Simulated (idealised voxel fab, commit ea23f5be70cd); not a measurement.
The name of this process module is voxel self aligned vias.
This is section cut - it's 235 nm across, gridded in 5 nm square cells.
Cross-section, as written here: a square-cell grid given band by band from the top down, where a band holds one or more rows of cells. A band entry consists of two parts. The first gives the height of the band's top and the height of its bottom, in nm. The rest lists the band's materials from left to right, each with its width in nm. A single material labelled with the word "edge to edge" fills the band from edge to edge, and the word "blank" marks empty space. Beneath 0, the wafer as received is one material, and that level is where height counting begins. The lowest band goes on downward without a bottom; it is written like "top 0, no bottom". The width entry "30 to 40" should be interpreted row by row: the top row of cells in the band takes the first number, the bottom row takes the second number, and the change between adjacent rows is uniform throughout. The designation "no modification", where it is given for a processing step, indicates that no cell of the cross-section was altered in the course of that step. Under "Closed void inventory" you'll find the enclosed gaps, the ones with no way out to the top, that are 8 cells or bigger; each reads width x height at distance, with distance counted from the left edge, everything in nm. It should be noted that, on the line of a given step, the content following the step's settings is a remark produced by the simulator itself with respect to that step. What "overlay nm" on a step's line means: if the step has a mask, that mask lay this far to the right of its planned place, or, when the value is negative, to the left.
-- The process steps that were planned are listed below
- 1: RECEIVE (material Si)
- 2: CONFORMAL_DEP (material SiO2; thk nm 10)
- 3: CONFORMAL_DEP (material SiCN; thk nm 5)
- 4: DIRECTIONAL_DEP (material lowk; thk nm 30)
- 5: PATTERN (tone open; mask id LINES; material resist; width nm 25; pitch nm 65; thk nm 15; overlay nm 0)
- 6: DIRECTIONAL_ETCH (etch materials lowk; depth nm 30)
- 7: STRIP (etch materials resist)
- 8: CONFORMAL_DEP (material TiN; thk nm 5)
- 9: FILL_DEP (material Ru; thk nm 5)
- 10: CMP (height nm 45)
- 11: SELECTIVE_ETCH (etch materials W Ru TiN; depth nm 5)
- 12: FILL_DEP (material SiN; thk nm 5)
- 13: CMP (height nm 45)
- 14: DIRECTIONAL_DEP (material lowk; thk nm 20)
- 15: MASKED_ETCH (tone open; mask id VIAS; width nm 35; pitch nm 65; etch materials lowk; depth nm 20; overlay nm 0)
- 16: MASKED_ETCH (tone open; mask id VIAS; width nm 35; pitch nm 65; etch materials SiN; depth nm 5; overlay nm 0)
- 17: CONFORMAL_DEP (material TiN; thk nm 5)
- 18: FILL_DEP (material W; thk nm 10)
- 19: CMP (height nm 65)
- 20: CONFORMAL_DEP (material SiN; thk nm 5)
-- first wafer, as planned
-- The cross-section here shows the wafer as received, i.e. in its state after step 1
    top 0, no bottom | Si edge to edge
    Closed void inventory: none
-- Sectional view: wafer, after step 2
    top 10, bottom 0 | SiO2 edge to edge
    Nothing below the height 0 has changed.
-- Sectional view: wafer, after step 3
    top 15, bottom 10 | SiCN edge to edge
    Nothing below the height 10 has changed.
-- Sectional view: wafer, after step 4
    top 45, bottom 15 | lowk edge to edge
    Nothing below the height 15 has changed.
-- Sectional view: wafer, after step 5
    top 60, bottom 45 | resist (40)  blank (25)  resist (40)  blank (25)  resist (40)  blank (25)  resist (40)
    Nothing below the height 45 has changed.
-- Sectional view: wafer, after step 6
    top 60, bottom 45 | resist (40)  blank (25)  resist (40)  blank (25)  resist (40)  blank (25)  resist (40)
    top 45, bottom 15 | lowk (40)  blank (25)  lowk (40)  blank (25)  lowk (40)  blank (25)  lowk (40)
    Nothing below the height 15 has changed.
-- Sectional view: wafer, after step 7
    top 45, bottom 15 | lowk (40)  blank (25)  lowk (40)  blank (25)  lowk (40)  blank (25)  lowk (40)
    Nothing below the height 15 has changed.
-- Sectional view: wafer, after step 8
    top 50, bottom 45 | TiN (45)  blank (15)  TiN (50)  blank (15)  TiN (50)  blank (15)  TiN (45)
    top 45, bottom 20 | lowk (40)  TiN (5)  blank (15)  TiN (5)  lowk (40)  TiN (5)  blank (15)  TiN (5)  lowk (40)  TiN (5)  blank (15)  TiN (5)  lowk (40)
    top 20, bottom 15 | lowk (40)  TiN (25)  lowk (40)  TiN (25)  lowk (40)  TiN (25)  lowk (40)
    Nothing below the height 15 has changed.
-- Sectional view: wafer, after step 9
    top 55, bottom 50 | Ru edge to edge
    top 50, bottom 45 | TiN (45)  Ru (15)  TiN (50)  Ru (15)  TiN (50)  Ru (15)  TiN (45)
    top 45, bottom 20 | lowk (40)  TiN (5)  Ru (15)  TiN (5)  lowk (40)  TiN (5)  Ru (15)  TiN (5)  lowk (40)  TiN (5)  Ru (15)  TiN (5)  lowk (40)
    Nothing below the height 20 has changed.
-- Sectional view: wafer, after step 10
    top 45, bottom 20 | lowk (40)  TiN (5)  Ru (15)  TiN (5)  lowk (40)  TiN (5)  Ru (15)  TiN (5)  lowk (40)  TiN (5)  Ru (15)  TiN (5)  lowk (40)
    Nothing below the height 20 has changed.
-- Sectional view: wafer, after step 11
    top 45, bottom 40 | lowk (40)  blank (25)  lowk (40)  blank (25)  lowk (40)  blank (25)  lowk (40)
    Nothing below the height 40 has changed.
-- Sectional view: wafer, after step 12
    top 50, bottom 45 | SiN edge to edge
    top 45, bottom 40 | lowk (40)  SiN (25)  lowk (40)  SiN (25)  lowk (40)  SiN (25)  lowk (40)
    Nothing below the height 40 has changed.
-- Sectional view: wafer, after step 13
    top 45, bottom 40 | lowk (40)  SiN (25)  lowk (40)  SiN (25)  lowk (40)  SiN (25)  lowk (40)
    Nothing below the height 40 has changed.
-- Sectional view: wafer, after step 14
    top 65, bottom 45 | lowk edge to edge
    Nothing below the height 45 has changed.
-- Sectional view: wafer, after step 15
    top 65, bottom 45 | lowk (35)  blank (35)  lowk (30)  blank (35)  lowk (30)  blank (35)  lowk (35)
    Nothing below the height 45 has changed.
-- Sectional view: wafer, after step 16
    top 65, bottom 45 | lowk (35)  blank (35)  lowk (30)  blank (35)  lowk (30)  blank (35)  lowk (35)
    top 45, bottom 40 | lowk (40)  blank (25)  lowk (40)  blank (25)  lowk (40)  blank (25)  lowk (40)
    Nothing below the height 40 has changed.
-- Sectional view: wafer, after step 17
    top 70, bottom 65 | TiN (40)  blank (25)  TiN (40)  blank (25)  TiN (40)  blank (25)  TiN (40)
    top 65, bottom 50 | lowk (35)  TiN (5)  blank (25)  TiN (5)  lowk (30)  TiN (5)  blank (25)  TiN (5)  lowk (30)  TiN (5)  blank (25)  TiN (5)  lowk (35)
    top 50, bottom 45 | lowk (35)  TiN (10)  blank (15)  TiN (10)  lowk (30)  TiN (10)  blank (15)  TiN (10)  lowk (30)  TiN (10)  blank (15)  TiN (10)  lowk (35)
    top 45, bottom 40 | lowk (40)  TiN (25)  lowk (40)  TiN (25)  lowk (40)  TiN (25)  lowk (40)
    Nothing below the height 40 has changed.
-- Sectional view: wafer, after step 18
    top 80, bottom 70 | W edge to edge
    top 70, bottom 65 | TiN (40)  W (25)  TiN (40)  W (25)  TiN (40)  W (25)  TiN (40)
    top 65, bottom 50 | lowk (35)  TiN (5)  W (25)  TiN (5)  lowk (30)  TiN (5)  W (25)  TiN (5)  lowk (30)  TiN (5)  W (25)  TiN (5)  lowk (35)
    top 50, bottom 45 | lowk (35)  TiN (10)  W (15)  TiN (10)  lowk (30)  TiN (10)  W (15)  TiN (10)  lowk (30)  TiN (10)  W (15)  TiN (10)  lowk (35)
    Nothing below the height 45 has changed.
-- Sectional view: wafer, after step 19
    top 65, bottom 50 | lowk (35)  TiN (5)  W (25)  TiN (5)  lowk (30)  TiN (5)  W (25)  TiN (5)  lowk (30)  TiN (5)  W (25)  TiN (5)  lowk (35)
    Nothing below the height 50 has changed.
-- Sectional view: wafer, after step 20
    top 70, bottom 65 | SiN edge to edge
    Nothing below the height 65 has changed.
-- Okay, second wafer. Nothing different at the start, nothing different in the plan, just one mistake somewhere in the running. As far as step 1, counting that step, it's the first wafer all over again
-- Cross-section of the second wafer at the time step 2 of the plan should have ended
    top 5, bottom 0 | SiCN edge to edge
    Nothing below the height 0 has changed.
-- Cross-section of the second wafer at the time step 3 of the plan should have ended
    top 15, bottom 5 | SiO2 edge to edge
    Nothing below the height 5 has changed.
-- Cross-section of the second wafer at the time step 4 of the plan should have ended
    top 45, bottom 15 | lowk edge to edge
    Nothing below the height 15 has changed.
-- Cross-section of the second wafer at the time step 5 of the plan should have ended
    top 60, bottom 45 | resist (40)  blank (25)  resist (40)  blank (25)  resist (40)  blank (25)  resist (40)
    Nothing below the height 45 has changed.
-- Cross-section of the second wafer at the time step 6 of the plan should have ended
    top 60, bottom 45 | resist (40)  blank (25)  resist (40)  blank (25)  resist (40)  blank (25)  resist (40)
    top 45, bottom 15 | lowk (40)  blank (25)  lowk (40)  blank (25)  lowk (40)  blank (25)  lowk (40)
    Nothing below the height 15 has changed.
-- Cross-section of the second wafer at the time step 7 of the plan should have ended
    top 45, bottom 15 | lowk (40)  blank (25)  lowk (40)  blank (25)  lowk (40)  blank (25)  lowk (40)
    Nothing below the height 15 has changed.
-- Cross-section of the second wafer at the time step 8 of the plan should have ended
    top 50, bottom 45 | TiN (45)  blank (15)  TiN (50)  blank (15)  TiN (50)  blank (15)  TiN (45)
    top 45, bottom 20 | lowk (40)  TiN (5)  blank (15)  TiN (5)  lowk (40)  TiN (5)  blank (15)  TiN (5)  lowk (40)  TiN (5)  blank (15)  TiN (5)  lowk (40)
    top 20, bottom 15 | lowk (40)  TiN (25)  lowk (40)  TiN (25)  lowk (40)  TiN (25)  lowk (40)
    Nothing below the height 15 has changed.
-- Cross-section of the second wafer at the time step 9 of the plan should have ended
    top 55, bottom 50 | Ru edge to edge
    top 50, bottom 45 | TiN (45)  Ru (15)  TiN (50)  Ru (15)  TiN (50)  Ru (15)  TiN (45)
    top 45, bottom 20 | lowk (40)  TiN (5)  Ru (15)  TiN (5)  lowk (40)  TiN (5)  Ru (15)  TiN (5)  lowk (40)  TiN (5)  Ru (15)  TiN (5)  lowk (40)
    Nothing below the height 20 has changed.
-- Cross-section of the second wafer at the time step 10 of the plan should have ended
    top 45, bottom 20 | lowk (40)  TiN (5)  Ru (15)  TiN (5)  lowk (40)  TiN (5)  Ru (15)  TiN (5)  lowk (40)  TiN (5)  Ru (15)  TiN (5)  lowk (40)
    Nothing below the height 20 has changed.
-- Cross-section of the second wafer at the time step 11 of the plan should have ended
    top 45, bottom 40 | lowk (40)  blank (25)  lowk (40)  blank (25)  lowk (40)  blank (25)  lowk (40)
    Nothing below the height 40 has changed.
-- Cross-section of the second wafer at the time step 12 of the plan should have ended
    top 50, bottom 45 | SiN edge to edge
    top 45, bottom 40 | lowk (40)  SiN (25)  lowk (40)  SiN (25)  lowk (40)  SiN (25)  lowk (40)
    Nothing below the height 40 has changed.
-- Cross-section of the second wafer at the time step 13 of the plan should have ended
    top 45, bottom 40 | lowk (40)  SiN (25)  lowk (40)  SiN (25)  lowk (40)  SiN (25)  lowk (40)
    Nothing below the height 40 has changed.
-- Cross-section of the second wafer at the time step 14 of the plan should have ended
    top 65, bottom 45 | lowk edge to edge
    Nothing below the height 45 has changed.
-- Cross-section of the second wafer at the time step 15 of the plan should have ended
    top 65, bottom 45 | lowk (35)  blank (35)  lowk (30)  blank (35)  lowk (30)  blank (35)  lowk (35)
    Nothing below the height 45 has changed.
-- Cross-section of the second wafer at the time step 16 of the plan should have ended
    top 65, bottom 45 | lowk (35)  blank (35)  lowk (30)  blank (35)  lowk (30)  blank (35)  lowk (35)
    top 45, bottom 40 | lowk (40)  blank (25)  lowk (40)  blank (25)  lowk (40)  blank (25)  lowk (40)
    Nothing below the height 40 has changed.
-- Cross-section of the second wafer at the time step 17 of the plan should have ended
    top 70, bottom 65 | TiN (40)  blank (25)  TiN (40)  blank (25)  TiN (40)  blank (25)  TiN (40)
    top 65, bottom 50 | lowk (35)  TiN (5)  blank (25)  TiN (5)  lowk (30)  TiN (5)  blank (25)  TiN (5)  lowk (30)  TiN (5)  blank (25)  TiN (5)  lowk (35)
    top 50, bottom 45 | lowk (35)  TiN (10)  blank (15)  TiN (10)  lowk (30)  TiN (10)  blank (15)  TiN (10)  lowk (30)  TiN (10)  blank (15)  TiN (10)  lowk (35)
    top 45, bottom 40 | lowk (40)  TiN (25)  lowk (40)  TiN (25)  lowk (40)  TiN (25)  lowk (40)
    Nothing below the height 40 has changed.
-- Cross-section of the second wafer at the time step 18 of the plan should have ended
    top 80, bottom 70 | W edge to edge
    top 70, bottom 65 | TiN (40)  W (25)  TiN (40)  W (25)  TiN (40)  W (25)  TiN (40)
    top 65, bottom 50 | lowk (35)  TiN (5)  W (25)  TiN (5)  lowk (30)  TiN (5)  W (25)  TiN (5)  lowk (30)  TiN (5)  W (25)  TiN (5)  lowk (35)
    top 50, bottom 45 | lowk (35)  TiN (10)  W (15)  TiN (10)  lowk (30)  TiN (10)  W (15)  TiN (10)  lowk (30)  TiN (10)  W (15)  TiN (10)  lowk (35)
    Nothing below the height 45 has changed.
-- Cross-section of the second wafer at the time step 19 of the plan should have ended
    top 65, bottom 50 | lowk (35)  TiN (5)  W (25)  TiN (5)  lowk (30)  TiN (5)  W (25)  TiN (5)  lowk (30)  TiN (5)  W (25)  TiN (5)  lowk (35)
    Nothing below the height 50 has changed.
-- Cross-section of the second wafer at the time step 20 of the plan should have ended
    top 70, bottom 65 | SiN edge to edge
    Nothing below the height 65 has changed.
Diagnosis: the executed order of steps 2 and 3 is the reverse of that specified in the plan, each step having taken the other's position
If you tally the cells, the second wafer ends up with the same amount of every material as the first; it's all just sitting in different places.
